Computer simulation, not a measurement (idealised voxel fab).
The following is a process module called voxel self aligned vias.
Square cell edge 5 nm, section width 245 nm, ID cut.
Cross-section, as written here: a square-cell grid given band by band from the top down, where a band holds one or more rows of cells. Top, bottom (nm), then materials left to right with widths (nm); lone material tagged "all across" fills the whole band edge to edge; "blank" = empty space. Height reference: 0 = level under which incoming wafer is all one material. Lowest band: no bottom, runs on downward, e.g. "0 nm and below". The width entry "30->40" should be interpreted row by row: the top row of cells in the band takes the first number, the bottom row takes the second number, and the change between adjacent rows is uniform throughout. What does "all unchanged" mean for a step? It means no cell of the cross-section changed in that step. You'll see "Voids, sealed" listing empty spaces that have no way open to the top, as long as they're 8 cells or more; the notation is width x height at distance, where the distance is from the left edge, and all of it is in nm. Anything after a step's settings on that line? It's the simulator's own note about the step. overlay nm: how far to the right of its planned place the mask lay on this masked step (negative: to the left).

[plan]
1. RECEIVE, material Si
2. CONFORMAL_DEP, material SiO2, thk nm 15
3. CONFORMAL_DEP, material SiCN, thk nm 5
4. DIRECTIONAL_DEP, material SiO2, thk nm 25
5. MASKED_ETCH, tone open, mask id LINES, width nm 25, pitch nm 65, etch materials SiO2, depth nm 25, overlay nm 0
6. CONFORMAL_DEP, material TiN, thk nm 5
7. FILL_DEP, material Ru, thk nm 5
8. CMP, height nm 45
9. SELECTIVE_ETCH, etch materials W Ru TiN, depth nm 5
10. FILL_DEP, material SiN, thk nm 5
11. CMP, height nm 45
12. DIRECTIONAL_DEP, material SiO2, thk nm 15
13. DIRECTIONAL_DEP, material aC, thk nm 10
14. PATTERN, tone open, mask id VIAS, material resist, width nm 45, pitch nm 130, thk nm 25, overlay nm 0
15. DIRECTIONAL_ETCH, etch materials aC, depth nm 10
16. STRIP, etch materials resist
17. DIRECTIONAL_ETCH, etch materials SiO2, depth nm 15
18. DIRECTIONAL_ETCH, etch materials SiN, depth nm 5
19. STRIP, etch materials aC
20. CONFORMAL_DEP, material TiN, thk nm 5
21. FILL_DEP, material Ru, thk nm 10
22. CMP, height nm 60
23. CONFORMAL_DEP, material SiN, thk nm 5

[Incoming wafer in cross-section (state: after step 1)]
* 0 nm and below: Si all across
* Voids, sealed: none

[Cross-sectional image of the first of two wafers at the end of the module, the run having proceeded as planned]
* 65 nm to 60 nm: SiN all across
* 60 nm to 50 nm: SiO2 35, TiN 5, Ru 35, TiN 5, SiO2 85, TiN 5, Ru 35, TiN 5, SiO2 35
* 50 nm to 45 nm: SiO2 35, TiN 15, Ru 15, TiN 15, SiO2 85, TiN 15, Ru 15, TiN 15, SiO2 35
* 45 nm to 40 nm: SiO2 45, TiN 25, SiO2 40, SiN 25, SiO2 40, TiN 25, SiO2 45
* 40 nm to 25 nm: SiO2 45, TiN 5, Ru 15, TiN 5, SiO2 40, TiN 5, Ru 15, TiN 5, SiO2 40, TiN 5, Ru 15, TiN 5, SiO2 45
* 25 nm to 20 nm: SiO2 45, TiN 25, SiO2 40, TiN 25, SiO2 40, TiN 25, SiO2 45
* 20 nm to 15 nm: SiCN all across
* 15 nm to 0 nm: SiO2 all across
* 0 nm and below: Si all across
* Voids, sealed: none

[Cross-section at end of module for the second wafer of two, which matched the first in starting point and plan and differed by one mistake in its processing]
* 60 nm to 55 nm: SiN all across
* 55 nm to 45 nm: SiO2 35, TiN 5->15, Ru 35->15, TiN 5->15, SiO2 85, TiN 5->15, Ru 35->15, TiN 5->15, SiO2 35
* 45 nm to 40 nm: SiO2 45, TiN 25, SiO2 40, SiN 25, SiO2 40, TiN 25, SiO2 45
* 40 nm to 25 nm: SiO2 45, TiN 5, Ru 15, TiN 5, SiO2 40, TiN 5, Ru 15, TiN 5, SiO2 40, TiN 5, Ru 15, TiN 5, SiO2 45
* 25 nm to 20 nm: SiO2 45, TiN 25, SiO2 40, TiN 25, SiO2 40, TiN 25, SiO2 45
* 20 nm to 15 nm: SiCN all across
* 15 nm to 0 nm: SiO2 all across
* 0 nm and below: Si all across
* Voids, sealed: none
What was done differently from what was planned? heads up, step 22 didn't go per plan, it actually ran as CMP, height nm 55
Final wafer comparison in cells, second versus first, more or fewer per material: Ru: 14 fewer, SiO2: 31 fewer, TiN: 4 fewer
